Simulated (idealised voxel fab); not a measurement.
process module | voxel ribs on slabs
cross-section cut | 290 nm wide | cells 5 nm
A cross-section is a grid of square cells, given in bands from the top down. A band is one or more rows of cells.
Each band's line starts with the height of the band's top and of its bottom, in nm. Then come its materials from left to right, each with its width in nm. One material with "throughout" fills the band from edge to edge. "air" is empty space.
Height 0 is the level under which the wafer as received is all one material. The lowest band goes on downwards, as in "0 down".
A width such as "30 to 40" changes by the same amount from each row of cells to the next, from the band's top row to its bottom row.
"no change" after a step means that no cell of the cross-section changed.
closed voids: empty space of 8 cells or more with no open way to the top, each as width x height at its distance from the left edge, in nm
after a step's settings: what the simulator itself notes on the step
overlay nm, on a step with a mask: how far to the right of its planned place the mask lay; to the left if negative
plan
1 op RECEIVE | material Si
2 op DIRECTIONAL_DEP | material SiO2 | thk nm 20
3 op DIRECTIONAL_DEP | material polySi | thk nm 15
4 op DIRECTIONAL_DEP | material aC | thk nm 15
5 op PATTERN | tone cover | mask id RIB | material resist | width nm 15 | thk nm 30 | overlay nm 0
6 op DIRECTIONAL_ETCH | etch materials aC | depth nm 15
7 op STRIP | etch materials resist
8 op DIRECTIONAL_ETCH | etch materials polySi | depth nm 10
9 op STRIP | etch materials aC
10 op MASKED_ETCH | tone cover | mask id SLAB | width nm 45 | etch materials polySi | depth nm 5 | overlay nm 0
11 op FILL_DEP | material SiO2 | thk nm 25
12 op CMP | height nm 55
13 op DIRECTIONAL_DEP | material W | thk nm 10
14 op DIRECTIONAL_DEP | material aC | thk nm 15
15 op PATTERN | tone cover | mask id HEATER | material resist | width nm 25 | thk nm 30 | overlay nm 0
16 op DIRECTIONAL_ETCH | etch materials aC | depth nm 15
17 op STRIP | etch materials resist
18 op DIRECTIONAL_ETCH | etch materials W | depth nm 10
19 op STRIP | etch materials aC
20 op CONFORMAL_DEP | material SiN | thk nm 5
first wafer, as planned
as received, after step 1
  0 down: Si throughout
  closed voids: none
after step 2
  20 to 0: SiO2 throughout
  below 0: unchanged
after step 3
  35 to 20: polySi throughout
  below 20: unchanged
after step 4
  50 to 35: aC throughout
  below 35: unchanged
after step 5
  80 to 50: air 135 | resist 15 | air 140
  below 50: unchanged
after step 6
  65 to 50: air 135 | resist 15 | air 140
  50 to 35: air 135 | aC 15 | air 140
  below 35: unchanged
after step 7
  50 to 35: air 135 | aC 15 | air 140
  below 35: unchanged
after step 8
  50 to 35: air 135 | aC 15 | air 140
  35 to 25: air 135 | polySi 15 | air 140
  below 25: unchanged
after step 9
  35 to 25: air 135 | polySi 15 | air 140
  below 25: unchanged
after step 10
  35 to 25: air 135 | polySi 15 | air 140
  25 to 20: air 120 | polySi 45 | air 125
  below 20: unchanged
after step 11
  60 to 35: SiO2 throughout
  35 to 25: SiO2 135 | polySi 15 | SiO2 140
  25 to 20: SiO2 120 | polySi 45 | SiO2 125
  below 20: unchanged
after step 12
  55 to 35: SiO2 throughout
  below 35: unchanged
after step 13
  65 to 55: W throughout
  below 55: unchanged
after step 14
  80 to 65: aC throughout
  below 65: unchanged
after step 15
  110 to 80: air 130 | resist 25 | air 135
  below 80: unchanged
after step 16
  95 to 80: air 130 | resist 25 | air 135
  80 to 65: air 130 | aC 25 | air 135
  below 65: unchanged
after step 17
  80 to 65: air 130 | aC 25 | air 135
  below 65: unchanged
after step 18
  80 to 65: air 130 | aC 25 | air 135
  65 to 55: air 130 | W 25 | air 135
  below 55: unchanged
after step 19
  65 to 55: air 130 | W 25 | air 135
  below 55: unchanged
after step 20
  70 to 65: air 125 | SiN 35 | air 130
  65 to 60: air 125 | SiN 5 | W 25 | SiN 5 | air 130
  60 to 55: SiN 130 | W 25 | SiN 135
  below 55: unchanged
second wafer: like start, like plan, one mistake. Through step 11 it matches the first wafer
when step 12 should have ended
  50 to 35: SiO2 throughout
  below 35: unchanged
when step 13 should have ended
  60 to 50: W throughout
  below 50: unchanged
when step 14 should have ended
  75 to 60: aC throughout
  below 60: unchanged
when step 15 should have ended
  105 to 75: air 130 | resist 25 | air 135
  below 75: unchanged
when step 16 should have ended
  90 to 75: air 130 | resist 25 | air 135
  75 to 60: air 130 | aC 25 | air 135
  below 60: unchanged
when step 17 should have ended
  75 to 60: air 130 | aC 25 | air 135
  below 60: unchanged
when step 18 should have ended
  75 to 60: air 130 | aC 25 | air 135
  60 to 50: air 130 | W 25 | air 135
  below 50: unchanged
when step 19 should have ended
  60 to 50: air 130 | W 25 | air 135
  below 50: unchanged
when step 20 should have ended
  65 to 60: air 125 | SiN 35 | air 130
  60 to 55: air 125 | SiN 5 | W 25 | SiN 5 | air 130
  55 to 50: SiN 130 | W 25 | SiN 135
  below 50: unchanged
what went wrong: step 12 ran as: op CMP | height nm 50
at the end the second wafer has, in cells: 58 fewer of SiO2
